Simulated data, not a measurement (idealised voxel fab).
Module name: voxel ribs on slabs (process module)
In the cross-section labelled cut, the width is 225 nm and each square cell is 5 nm.
A cross-section in this document is a grid of square cells, and it is written down as bands, the top band listed before the ones below it; a band is made up of one or more rows of cells. Top height, bottom height, nm. Materials left to right, width each, nm. Single material + "all across" = fills band edge to edge. "empty" = empty. The reference from which all heights are counted is 0, the level beneath which the as-received wafer is entirely one material; the lowest band, having no lower bound, proceeds downward and is written after the example "0 nm and below". Width: "30..40" (first number = top row, second number = bottom row, same change from row to row of cells). Where the words "same as before" appear for a step, the cross-section shows no cell changed by that step; every cell remained as before. Closed empty spaces (no open way to the top) of 8 cells or more are what "closed voids" lists, each as width x height at distance from the left edge, nm for all three. The remark found on a step's line after its settings is issued by the simulator itself and pertains to that step. "overlay nm" on a masked step: distance the mask lay right of its planned place, negative for left.
**Process steps (planned)**
| 1 | RECEIVE | material Si |
| 2 | DIRECTIONAL_DEP | material SiO2 | thk nm 25 |
| 3 | DIRECTIONAL_DEP | material SiN | thk nm 20 |
| 4 | MASKED_ETCH | tone cover | mask id RIB | width nm 30 | etch materials SiN | depth nm 10 | overlay nm 0 |
| 5 | PATTERN | tone cover | mask id SLAB | material resist | width nm 80 | thk nm 20 | overlay nm 0 |
| 6 | DIRECTIONAL_ETCH | etch materials SiN | depth nm 10 |
| 7 | STRIP | etch materials resist |
| 8 | FILL_DEP | material SiO2 | thk nm 20 |
| 9 | CMP | height nm 60 |
| 10 | DIRECTIONAL_DEP | material W | thk nm 10 |
| 11 | DIRECTIONAL_DEP | material aC | thk nm 15 |
| 12 | PATTERN | tone cover | mask id HEATER | material resist | width nm 40 | thk nm 30 | overlay nm 0 |
| 13 | DIRECTIONAL_ETCH | etch materials aC | depth nm 15 |
| 14 | STRIP | etch materials resist |
| 15 | DIRECTIONAL_ETCH | etch materials W | depth nm 10 |
| 16 | STRIP | etch materials aC |
| 17 | CONFORMAL_DEP | material SiN | thk nm 5 |
**Received-state cross-section, reflecting completion of step 1**
	0 nm and below: Si all across
	closed voids: none
**first wafer at the end, as planned**
	75 nm to 70 nm: empty: 85, then SiN: 50, then empty: 90
	70 nm to 65 nm: empty: 85, then SiN: 5, then W: 40, then SiN: 5, then empty: 90
	65 nm to 60 nm: SiN: 90, then W: 40, then SiN: 95
	60 nm to 45 nm: SiO2 all across
	45 nm to 35 nm: SiO2: 95, then SiN: 30, then SiO2: 100
	35 nm to 25 nm: SiO2: 70, then SiN: 80, then SiO2: 75
	25 nm to 0 nm: SiO2 all across
	0 nm and below: Si all across
	closed voids: none
**Wafer two, sectioned after the module: the first wafer's start, the first wafer's plan, and one mistake in how it was run**
	75 nm to 70 nm: empty: 85, then SiN: 50, then empty: 90
	70 nm to 65 nm: empty: 85, then SiN: 5, then W: 40, then SiN: 5, then empty: 90
	65 nm to 60 nm: SiN: 90, then W: 40, then SiN: 95
	60 nm to 55 nm: SiO2: 95, then SiN: 30, then SiO2: 100
	55 nm to 45 nm: SiO2: 70, then SiN: 80, then SiO2: 75
	45 nm to 25 nm: SiN all across
	25 nm to 0 nm: SiO2 all across
	0 nm and below: Si all across
	closed voids: none
Deviation from plan: step 3 of the plan was twice carried out
Materials where the second wafer ends with more or fewer cells than the first: +174 SiN | -174 SiO2
